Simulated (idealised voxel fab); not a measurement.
Name of the process module below: voxel released beams
Section shown: cut. Width: 205 nm. Cell size: 5 nm, square.
Bands, listed from the top down, are how a cross-section gets written in this document; the cross-section itself is a grid of square cells, and a band is one or more rows of them. First you get the band's top height and its bottom height, in nm, and then the materials it's made of, left to right, with each width in nm. If you see a single material with "everywhere", that one covers the band edge to edge. "empty" is empty space. Heads up on the height convention: 0 is the point under which the incoming wafer is all one material, and the lowest band has no bottom, it just keeps going down, like "z 0 and below". Read "30->40" as a graded width: first number on top, second number at the bottom, same change between each pair of neighbouring rows. Take "everything unchanged" at face value: in the step it is given for, the cross-section changed in none of its cells. "Entrapped voids" specifies each empty space that is not open to the top and that occupies no fewer than 8 cells, using the form width x height at distance, the distance measured from the left edge and all three quantities in nm. The remark found on a step's line after its settings is issued by the simulator itself and pertains to that step. A step line may carry the setting "overlay nm", which, for steps involving a mask, states the distance by which the mask lay to the right of its intended position; negative values denote displacement to the left.
[plan]
1: RECEIVE [material Si]
2: CONFORMAL_DEP [material SiN] [thk nm 5]
3: DIRECTIONAL_DEP [material SiO2] [thk nm 15]
4: PATTERN [tone open] [mask id ANCHOR] [material resist] [width nm 35] [thk nm 20] [overlay nm 0]
5: DIRECTIONAL_ETCH [etch materials SiO2] [depth nm 15]
6: STRIP [etch materials resist]
7: CONFORMAL_DEP [material TiN] [thk nm 15]
8: PATTERN [tone cover] [mask id BEAM] [material resist] [width nm 105] [thk nm 15] [overlay nm 0]
9: DIRECTIONAL_ETCH [etch materials TiN] [depth nm 15]
10: STRIP [etch materials resist]
11: STRIP [etch materials SiO2]
[Cross-section: wafer on arrival = after step 1]
> z 0 and below = Si everywhere
> Entrapped voids: none
[Final cross-section, module run with one mistake (start and plan as above)]
> z 35 to 20 = empty 45 nm, TiN 105 nm, empty 55 nm
> z 20 to 15 = SiN everywhere
> z 15 to 0 = SiO2 everywhere
> z 0 and below = Si everywhere
> Entrapped voids: none
Where did the run depart from the plan? step 2 ran in the slot meant for step 3, and vice versa
